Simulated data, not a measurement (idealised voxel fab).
Proc. module: voxel self aligned vias
Section shown: cut. Width: 215 nm. Cell size: 5 nm, square.
Reading order for cross-sections: top band down to bottom band. Underlying form: a grid of square cells. Band size: one or more rows of cells.
For a band, the entry starts with two heights in nm, that of the top and then that of the bottom, and carries on with the band's materials in order from left to right, each alongside its width in nm; the word "throughout" beside a single material means it fills the band edge to edge, and "air" means empty space.
Heights are reckoned from 0. Under this level, the received wafer is all of one material. The bottommost band is open-ended downward, for example "0 -> down".
The expression "30->40" gives the width at the extremes of the band, the first number at its top row of cells and the second at its bottom row, with the width changing by equal amounts from each row to the next in between.
"nothing altered" for a step: no cell of the cross-section changed in that step.
"Sealed void inventory": empty spaces of 8 cells or more with no open way to the top, each given as width x height at distance, distance from the left edge, all in nm.
Whatever follows a step's settings on its line is a remark the simulator itself makes about that step.
For masked steps, "overlay nm" on the step line gives how far right of plan the mask actually lay; a minus sign means it lay to the left.
# Process steps (planned)
1. RECEIVE (material Si)
2. CONFORMAL_DEP (material SiO2; thk nm 10)
3. CONFORMAL_DEP (material SiCN; thk nm 5)
4. DIRECTIONAL_DEP (material SiO2; thk nm 20)
5. DIRECTIONAL_DEP (material aC; thk nm 15)
6. PATTERN (tone open; mask id LINES; material resist; width nm 20; pitch nm 60; thk nm 30; overlay nm 0)
7. DIRECTIONAL_ETCH (etch materials aC; depth nm 15)
8. STRIP (etch materials resist)
9. DIRECTIONAL_ETCH (etch materials SiO2; depth nm 20)
10. STRIP (etch materials aC)
11. CONFORMAL_DEP (material TiN; thk nm 5)
12. FILL_DEP (material W; thk nm 10)
13. CMP (height nm 35)
14. SELECTIVE_ETCH (etch materials W Ru TiN; depth nm 10)
15. FILL_DEP (material SiN; thk nm 10)
16. CMP (height nm 35)
17. DIRECTIONAL_DEP (material SiO2; thk nm 15)
18. DIRECTIONAL_DEP (material aC; thk nm 10)
19. PATTERN (tone open; mask id VIAS; material resist; width nm 30; thk nm 30; overlay nm 0)
20. DIRECTIONAL_ETCH (etch materials aC; depth nm 10)
21. STRIP (etch materials resist)
22. DIRECTIONAL_ETCH (etch materials SiO2; depth nm 15)
23. DIRECTIONAL_ETCH (etch materials SiN; depth nm 10)
24. STRIP (etch materials aC)
25. CONFORMAL_DEP (material TiN; thk nm 5)
26. FILL_DEP (material W; thk nm 5)
27. CMP (height nm 50)
28. CONFORMAL_DEP (material SiN; thk nm 5)
# Of two wafers, the first: run according to plan
# Cross-section of the wafer at receipt, which is the condition after step 1
* 0 -> down  Si throughout
* Sealed void inventory: none
# After step 2: wafer cross-section
* 10 -> 0  SiO2 throughout
* Below 0, the layers are the same as they were.
# After step 3: wafer cross-section
* 15 -> 10  SiCN throughout
* Below 10, the layers are the same as they were.
# After step 4: wafer cross-section
* 35 -> 15  SiO2 throughout
* Below 15, the layers are the same as they were.
# After step 5: wafer cross-section
* 50 -> 35  aC throughout
* Below 35, the layers are the same as they were.
# After step 6: wafer cross-section
* 80 -> 50  65 resist; 20 air; 40 resist; 20 air; 70 resist
* Below 50, the layers are the same as they were.
# After step 7: wafer cross-section
* 65 -> 50  65 resist; 20 air; 40 resist; 20 air; 70 resist
* 50 -> 35  65 aC; 20 air; 40 aC; 20 air; 70 aC
* Below 35, the layers are the same as they were.
# After step 8: wafer cross-section
* 50 -> 35  65 aC; 20 air; 40 aC; 20 air; 70 aC
* Below 35, the layers are the same as they were.
# After step 9: wafer cross-section
* 50 -> 35  65 aC; 20 air; 40 aC; 20 air; 70 aC
* 35 -> 15  65 SiO2; 20 air; 40 SiO2; 20 air; 70 SiO2
* Below 15, the layers are the same as they were.
# After step 10: wafer cross-section
* 35 -> 15  65 SiO2; 20 air; 40 SiO2; 20 air; 70 SiO2
* Below 15, the layers are the same as they were.
# After step 11: wafer cross-section
* 40 -> 35  70 TiN; 10 air; 50 TiN; 10 air; 75 TiN
* 35 -> 20  65 SiO2; 5 TiN; 10 air; 5 TiN; 40 SiO2; 5 TiN; 10 air; 5 TiN; 70 SiO2
* 20 -> 15  65 SiO2; 20 TiN; 40 SiO2; 20 TiN; 70 SiO2
* Below 15, the layers are the same as they were.
# After step 12: wafer cross-section
* 50 -> 40  W throughout
* 40 -> 35  70 TiN; 10 W; 50 TiN; 10 W; 75 TiN
* 35 -> 20  65 SiO2; 5 TiN; 10 W; 5 TiN; 40 SiO2; 5 TiN; 10 W; 5 TiN; 70 SiO2
* Below 20, the layers are the same as they were.
# After step 13: wafer cross-section
* 35 -> 20  65 SiO2; 5 TiN; 10 W; 5 TiN; 40 SiO2; 5 TiN; 10 W; 5 TiN; 70 SiO2
* Below 20, the layers are the same as they were.
# After step 14: wafer cross-section
* 35 -> 25  65 SiO2; 20 air; 40 SiO2; 20 air; 70 SiO2
* Below 25, the layers are the same as they were.
# After step 15: wafer cross-section
* 45 -> 35  SiN throughout
* 35 -> 25  65 SiO2; 20 SiN; 40 SiO2; 20 SiN; 70 SiO2
* Below 25, the layers are the same as they were.
# After step 16: wafer cross-section
* 35 -> 25  65 SiO2; 20 SiN; 40 SiO2; 20 SiN; 70 SiO2
* Below 25, the layers are the same as they were.
# After step 17: wafer cross-section
* 50 -> 35  SiO2 throughout
* Below 35, the layers are the same as they were.
# After step 18: wafer cross-section
* 60 -> 50  aC throughout
* Below 50, the layers are the same as they were.
# After step 19: wafer cross-section
* 90 -> 60  60 resist; 30 air; 125 resist
* Below 60, the layers are the same as they were.
# After step 20: wafer cross-section
* 80 -> 60  60 resist; 30 air; 125 resist
* 60 -> 50  60 aC; 30 air; 125 aC
* Below 50, the layers are the same as they were.
# After step 21: wafer cross-section
* 60 -> 50  60 aC; 30 air; 125 aC
* Below 50, the layers are the same as they were.
# After step 22: wafer cross-section
* 60 -> 50  60 aC; 30 air; 125 aC
* 50 -> 35  60 SiO2; 30 air; 125 SiO2
* Below 35, the layers are the same as they were.
# After step 23: wafer cross-section
* 60 -> 50  60 aC; 30 air; 125 aC
* 50 -> 35  60 SiO2; 30 air; 125 SiO2
* 35 -> 25  65 SiO2; 20 air; 40 SiO2; 20 SiN; 70 SiO2
* Below 25, the layers are the same as they were.
# After step 24: wafer cross-section
* 50 -> 35  60 SiO2; 30 air; 125 SiO2
* Below 35, the layers are the same as they were.
# After step 25: wafer cross-section
* 55 -> 50  65 TiN; 20 air; 130 TiN
* 50 -> 40  60 SiO2; 5 TiN; 20 air; 5 TiN; 125 SiO2
* 40 -> 35  60 SiO2; 10 TiN; 10 air; 10 TiN; 125 SiO2
* 35 -> 30  65 SiO2; 5 TiN; 10 air; 5 TiN; 40 SiO2; 20 SiN; 70 SiO2
* 30 -> 25  65 SiO2; 20 TiN; 40 SiO2; 20 SiN; 70 SiO2
* Below 25, the layers are the same as they were.
# After step 26: wafer cross-section
* 60 -> 55  W throughout
* 55 -> 50  65 TiN; 20 W; 130 TiN
* 50 -> 40  60 SiO2; 5 TiN; 20 W; 5 TiN; 125 SiO2
* 40 -> 35  60 SiO2; 10 TiN; 10 W; 10 TiN; 125 SiO2
* 35 -> 30  65 SiO2; 5 TiN; 10 W; 5 TiN; 40 SiO2; 20 SiN; 70 SiO2
* Below 30, the layers are the same as they were.
# After step 27: wafer cross-section
* 50 -> 40  60 SiO2; 5 TiN; 20 W; 5 TiN; 125 SiO2
* Below 40, the layers are the same as they were.
# After step 28: wafer cross-section
* 55 -> 50  SiN throughout
* Below 50, the layers are the same as they were.
# Wafer two of two - same starting point, same process plan, one mistake in execution; matches wafer one up to and including step 2
# Look at the second wafer in cross-section at the time step 3 ought to have finished
* 30 -> 0  SiO2 throughout
* Below 0, the layers are the same as they were.
# Look at the second wafer in cross-section at the time step 4 ought to have finished
* 35 -> 30  SiCN throughout
* Below 30, the layers are the same as they were.
# Look at the second wafer in cross-section at the time step 5 ought to have finished
* 50 -> 35  aC throughout
* Below 35, the layers are the same as they were.
# Look at the second wafer in cross-section at the time step 6 ought to have finished
* 80 -> 50  65 resist; 20 air; 40 resist; 20 air; 70 resist
* Below 50, the layers are the same as they were.
# Look at the second wafer in cross-section at the time step 7 ought to have finished
* 65 -> 50  65 resist; 20 air; 40 resist; 20 air; 70 resist
* 50 -> 35  65 aC; 20 air; 40 aC; 20 air; 70 aC
* Below 35, the layers are the same as they were.
# Look at the second wafer in cross-section at the time step 8 ought to have finished
* 50 -> 35  65 aC; 20 air; 40 aC; 20 air; 70 aC
* Below 35, the layers are the same as they were.
Look at the second wafer in cross-section at the time step 9 ought to have finished: nothing altered
# Look at the second wafer in cross-section at the time step 10 ought to have finished
* 35 -> 30  SiCN throughout
* Below 30, the layers are the same as they were.
# Look at the second wafer in cross-section at the time step 11 ought to have finished
* 40 -> 35  TiN throughout
* Below 35, the layers are the same as they were.
# Look at the second wafer in cross-section at the time step 12 ought to have finished
* 50 -> 40  W throughout
* Below 40, the layers are the same as they were.
# Look at the second wafer in cross-section at the time step 13 ought to have finished
* 35 -> 30  SiCN throughout
* Below 30, the layers are the same as they were.
Look at the second wafer in cross-section at the time step 14 ought to have finished: nothing altered
# Look at the second wafer in cross-section at the time step 15 ought to have finished
* 45 -> 35  SiN throughout
* Below 35, the layers are the same as they were.
# Look at the second wafer in cross-section at the time step 16 ought to have finished
* 35 -> 30  SiCN throughout
* Below 30, the layers are the same as they were.
# Look at the second wafer in cross-section at the time step 17 ought to have finished
* 50 -> 35  SiO2 throughout
* Below 35, the layers are the same as they were.
# Look at the second wafer in cross-section at the time step 18 ought to have finished
* 60 -> 50  aC throughout
* Below 50, the layers are the same as they were.
# Look at the second wafer in cross-section at the time step 19 ought to have finished
* 90 -> 60  60 resist; 30 air; 125 resist
* Below 60, the layers are the same as they were.
# Look at the second wafer in cross-section at the time step 20 ought to have finished
* 80 -> 60  60 resist; 30 air; 125 resist
* 60 -> 50  60 aC; 30 air; 125 aC
* Below 50, the layers are the same as they were.
# Look at the second wafer in cross-section at the time step 21 ought to have finished
* 60 -> 50  60 aC; 30 air; 125 aC
* Below 50, the layers are the same as they were.
# Look at the second wafer in cross-section at the time step 22 ought to have finished
* 60 -> 50  60 aC; 30 air; 125 aC
* 50 -> 35  60 SiO2; 30 air; 125 SiO2
* Below 35, the layers are the same as they were.
Look at the second wafer in cross-section at the time step 23 ought to have finished: nothing altered
# Look at the second wafer in cross-section at the time step 24 ought to have finished
* 50 -> 35  60 SiO2; 30 air; 125 SiO2
* Below 35, the layers are the same as they were.
# Look at the second wafer in cross-section at the time step 25 ought to have finished
* 55 -> 50  65 TiN; 20 air; 130 TiN
* 50 -> 40  60 SiO2; 5 TiN; 20 air; 5 TiN; 125 SiO2
* 40 -> 35  60 SiO2; 30 TiN; 125 SiO2
* Below 35, the layers are the same as they were.
# Look at the second wafer in cross-section at the time step 26 ought to have finished
* 60 -> 55  W throughout
* 55 -> 50  65 TiN; 20 W; 130 TiN
* 50 -> 40  60 SiO2; 5 TiN; 20 W; 5 TiN; 125 SiO2
* Below 40, the layers are the same as they were.
# Look at the second wafer in cross-section at the time step 27 ought to have finished
* 50 -> 40  60 SiO2; 5 TiN; 20 W; 5 TiN; 125 SiO2
* Below 40, the layers are the same as they were.
# Look at the second wafer in cross-section at the time step 28 ought to have finished
* 55 -> 50  SiN throughout
* Below 50, the layers are the same as they were.
Diagnosis: note: step 3 <-> step 4, run order reversed vs plan
Final tally in cells, some materials are higher or lower on the second wafer than on the first: -8 SiN | +32 SiO2 | -16 TiN | -8 W
